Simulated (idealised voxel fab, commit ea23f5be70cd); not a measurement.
process module | voxel gate over fins
cross-section cut | 155 nm wide | cells 5 nm
A cross-section is a grid of square cells, given in bands from the top down. A band is one or more rows of cells.
Each band's line starts with the height of the band's top and of its bottom, in nm. Then come its materials from left to right, each with its width in nm. One material with "throughout" fills the band from edge to edge. "air" is empty space.
Height 0 is the level under which the wafer as received is all one material. The lowest band goes on downwards, as in "0 down".
A width such as "30 to 40" changes by the same amount from each row of cells to the next, from the band's top row to its bottom row.
"no change" after a step means that no cell of the cross-section changed.
closed voids: empty space of 8 cells or more with no open way to the top, each as width x height at its distance from the left edge, in nm
after a step's settings: what the simulator itself notes on the step
overlay nm, on a step with a mask: how far to the right of its planned place the mask lay; to the left if negative
plan
1 op RECEIVE | material Si
2 op CONFORMAL_DEP | material SiN | thk nm 10
3 op DIRECTIONAL_DEP | material aC | thk nm 10
4 op PATTERN | tone cover | mask id FINS | material resist | width nm 15 | pitch nm 35 | thk nm 30 | overlay nm 0
5 op DIRECTIONAL_ETCH | etch materials aC | depth nm 10
6 op STRIP | etch materials resist
7 op DIRECTIONAL_ETCH | etch materials SiN | depth nm 10
8 op DIRECTIONAL_ETCH | etch materials Si | depth nm 40
9 op STRIP | etch materials aC
10 op FILL_DEP | material SiO2 | thk nm 10
11 op CMP | height nm 10
12 op SELECTIVE_ETCH | etch materials SiO2 | depth nm 20
13 op STRIP | etch materials SiN
14 op CONFORMAL_DEP | material HfO2 | thk nm 5
15 op CONFORMAL_DEP | material TiN | thk nm 5
16 op CONFORMAL_DEP | material TiAl | thk nm 5
17 op CONFORMAL_DEP | material TiN | thk nm 5
18 op FILL_DEP | material W | thk nm 15
19 op CMP | height nm 30
20 op CONFORMAL_DEP | material SiN | thk nm 5
first wafer, as planned
as received, after step 1
  0 down: Si throughout
  closed voids: none
after step 2
  10 to 0: SiN throughout
  below 0: unchanged
after step 3
  20 to 10: aC throughout
  below 10: unchanged
after step 4
  50 to 20: air 35 | resist 15 | air 20 | resist 15 | air 20 | resist 15 | air 35
  below 20: unchanged
after step 5
  40 to 20: air 35 | resist 15 | air 20 | resist 15 | air 20 | resist 15 | air 35
  20 to 10: air 35 | aC 15 | air 20 | aC 15 | air 20 | aC 15 | air 35
  below 10: unchanged
after step 6
  20 to 10: air 35 | aC 15 | air 20 | aC 15 | air 20 | aC 15 | air 35
  below 10: unchanged
after step 7
  20 to 10: air 35 | aC 15 | air 20 | aC 15 | air 20 | aC 15 | air 35
  10 to 0: air 35 | SiN 15 | air 20 | SiN 15 | air 20 | SiN 15 | air 35
  below 0: unchanged
after step 8
  20 to 10: air 35 | aC 15 | air 20 | aC 15 | air 20 | aC 15 | air 35
  10 to 0: air 35 | SiN 15 | air 20 | SiN 15 | air 20 | SiN 15 | air 35
  0 to -40: air 35 | Si 15 | air 20 | Si 15 | air 20 | Si 15 | air 35
  below -40: unchanged
after step 9
  10 to 0: air 35 | SiN 15 | air 20 | SiN 15 | air 20 | SiN 15 | air 35
  below 0: unchanged
after step 10
  20 to 10: SiO2 throughout
  10 to 0: SiO2 35 | SiN 15 | SiO2 20 | SiN 15 | SiO2 20 | SiN 15 | SiO2 35
  0 to -40: SiO2 35 | Si 15 | SiO2 20 | Si 15 | SiO2 20 | Si 15 | SiO2 35
  below -40: unchanged
after step 11
  10 to 0: SiO2 35 | SiN 15 | SiO2 20 | SiN 15 | SiO2 20 | SiN 15 | SiO2 35
  below 0: unchanged
after step 12
  10 to 0: air 35 | SiN 15 | air 20 | SiN 15 | air 20 | SiN 15 | air 35
  0 to -10: air 35 | Si 15 | air 20 | Si 15 | air 20 | Si 15 | air 35
  below -10: unchanged
after step 13
  0 to -10: air 35 | Si 15 | air 20 | Si 15 | air 20 | Si 15 | air 35
  below -10: unchanged
after step 14
  5 to 0: air 30 | HfO2 25 | air 10 | HfO2 25 | air 10 | HfO2 25 | air 30
  0 to -5: air 30 | HfO2 5 | Si 15 | HfO2 5 | air 10 | HfO2 5 | Si 15 | HfO2 5 | air 10 | HfO2 5 | Si 15 | HfO2 5 | air 30
  -5 to -10: HfO2 35 | Si 15 | HfO2 20 | Si 15 | HfO2 20 | Si 15 | HfO2 35
  below -10: unchanged
after step 15
  10 to 5: air 25 | TiN 105 | air 25
  5 to 0: air 25 | TiN 5 | HfO2 25 | TiN 10 | HfO2 25 | TiN 10 | HfO2 25 | TiN 5 | air 25
  0 to -5: TiN 30 | HfO2 5 | Si 15 | HfO2 5 | TiN 10 | HfO2 5 | Si 15 | HfO2 5 | TiN 10 | HfO2 5 | Si 15 | HfO2 5 | TiN 30
  below -5: unchanged
after step 16
  15 to 10: air 20 | TiAl 115 | air 20
  10 to 5: air 20 | TiAl 5 | TiN 105 | TiAl 5 | air 20
  5 to 0: TiAl 25 | TiN 5 | HfO2 25 | TiN 10 | HfO2 25 | TiN 10 | HfO2 25 | TiN 5 | TiAl 25
  below 0: unchanged
after step 17
  20 to 15: air 15 | TiN 125 | air 15
  15 to 10: air 15 | TiN 5 | TiAl 115 | TiN 5 | air 15
  10 to 5: TiN 20 | TiAl 5 | TiN 105 | TiAl 5 | TiN 20
  below 5: unchanged
after step 18
  35 to 20: W throughout
  20 to 15: W 15 | TiN 125 | W 15
  15 to 10: W 15 | TiN 5 | TiAl 115 | TiN 5 | W 15
  below 10: unchanged
after step 19
  30 to 20: W throughout
  below 20: unchanged
after step 20
  35 to 30: SiN throughout
  below 30: unchanged
second wafer: like start, like plan, one mistake. Through step 3 it matches the first wafer
when step 4 should have ended
  50 to 20: air 45 | resist 15 | air 20 | resist 15 | air 20 | resist 15 | air 25
  below 20: unchanged
when step 5 should have ended
  40 to 20: air 45 | resist 15 | air 20 | resist 15 | air 20 | resist 15 | air 25
  20 to 10: air 45 | aC 15 | air 20 | aC 15 | air 20 | aC 15 | air 25
  below 10: unchanged
when step 6 should have ended
  20 to 10: air 45 | aC 15 | air 20 | aC 15 | air 20 | aC 15 | air 25
  below 10: unchanged
when step 7 should have ended
  20 to 10: air 45 | aC 15 | air 20 | aC 15 | air 20 | aC 15 | air 25
  10 to 0: air 45 | SiN 15 | air 20 | SiN 15 | air 20 | SiN 15 | air 25
  below 0: unchanged
when step 8 should have ended
  20 to 10: air 45 | aC 15 | air 20 | aC 15 | air 20 | aC 15 | air 25
  10 to 0: air 45 | SiN 15 | air 20 | SiN 15 | air 20 | SiN 15 | air 25
  0 to -40: air 45 | Si 15 | air 20 | Si 15 | air 20 | Si 15 | air 25
  below -40: unchanged
when step 9 should have ended
  10 to 0: air 45 | SiN 15 | air 20 | SiN 15 | air 20 | SiN 15 | air 25
  below 0: unchanged
when step 10 should have ended
  20 to 10: SiO2 throughout
  10 to 0: SiO2 45 | SiN 15 | SiO2 20 | SiN 15 | SiO2 20 | SiN 15 | SiO2 25
  0 to -40: SiO2 45 | Si 15 | SiO2 20 | Si 15 | SiO2 20 | Si 15 | SiO2 25
  below -40: unchanged
when step 11 should have ended
  10 to 0: SiO2 45 | SiN 15 | SiO2 20 | SiN 15 | SiO2 20 | SiN 15 | SiO2 25
  below 0: unchanged
when step 12 should have ended
  10 to 0: air 45 | SiN 15 | air 20 | SiN 15 | air 20 | SiN 15 | air 25
  0 to -10: air 45 | Si 15 | air 20 | Si 15 | air 20 | Si 15 | air 25
  below -10: unchanged
when step 13 should have ended
  0 to -10: air 45 | Si 15 | air 20 | Si 15 | air 20 | Si 15 | air 25
  below -10: unchanged
when step 14 should have ended
  5 to 0: air 40 | HfO2 25 | air 10 | HfO2 25 | air 10 | HfO2 25 | air 20
  0 to -5: air 40 | HfO2 5 | Si 15 | HfO2 5 | air 10 | HfO2 5 | Si 15 | HfO2 5 | air 10 | HfO2 5 | Si 15 | HfO2 5 | air 20
  -5 to -10: HfO2 45 | Si 15 | HfO2 20 | Si 15 | HfO2 20 | Si 15 | HfO2 25
  below -10: unchanged
when step 15 should have ended
  10 to 5: air 35 | TiN 105 | air 15
  5 to 0: air 35 | TiN 5 | HfO2 25 | TiN 10 | HfO2 25 | TiN 10 | HfO2 25 | TiN 5 | air 15
  0 to -5: TiN 40 | HfO2 5 | Si 15 | HfO2 5 | TiN 10 | HfO2 5 | Si 15 | HfO2 5 | TiN 10 | HfO2 5 | Si 15 | HfO2 5 | TiN 20
  below -5: unchanged
when step 16 should have ended
  15 to 10: air 30 | TiAl 115 | air 10
  10 to 5: air 30 | TiAl 5 | TiN 105 | TiAl 5 | air 10
  5 to 0: TiAl 35 | TiN 5 | HfO2 25 | TiN 10 | HfO2 25 | TiN 10 | HfO2 25 | TiN 5 | TiAl 15
  below 0: unchanged
when step 17 should have ended
  20 to 15: air 25 | TiN 125 | air 5
  15 to 10: air 25 | TiN 5 | TiAl 115 | TiN 5 | air 5
  10 to 5: TiN 30 | TiAl 5 | TiN 105 | TiAl 5 | TiN 10
  below 5: unchanged
when step 18 should have ended
  35 to 20: W throughout
  20 to 15: W 25 | TiN 125 | W 5
  15 to 10: W 25 | TiN 5 | TiAl 115 | TiN 5 | W 5
  below 10: unchanged
when step 19 should have ended
  30 to 20: W throughout
  below 20: unchanged
when step 20 should have ended
  35 to 30: SiN throughout
  below 30: unchanged
what went wrong: step 4 ran as: op PATTERN | tone cover | mask id FINS | material resist | width nm 15 | pitch nm 35 | thk nm 30 | overlay nm 10
at the end the second wafer has, in cells: as many of each material as the first, in other places
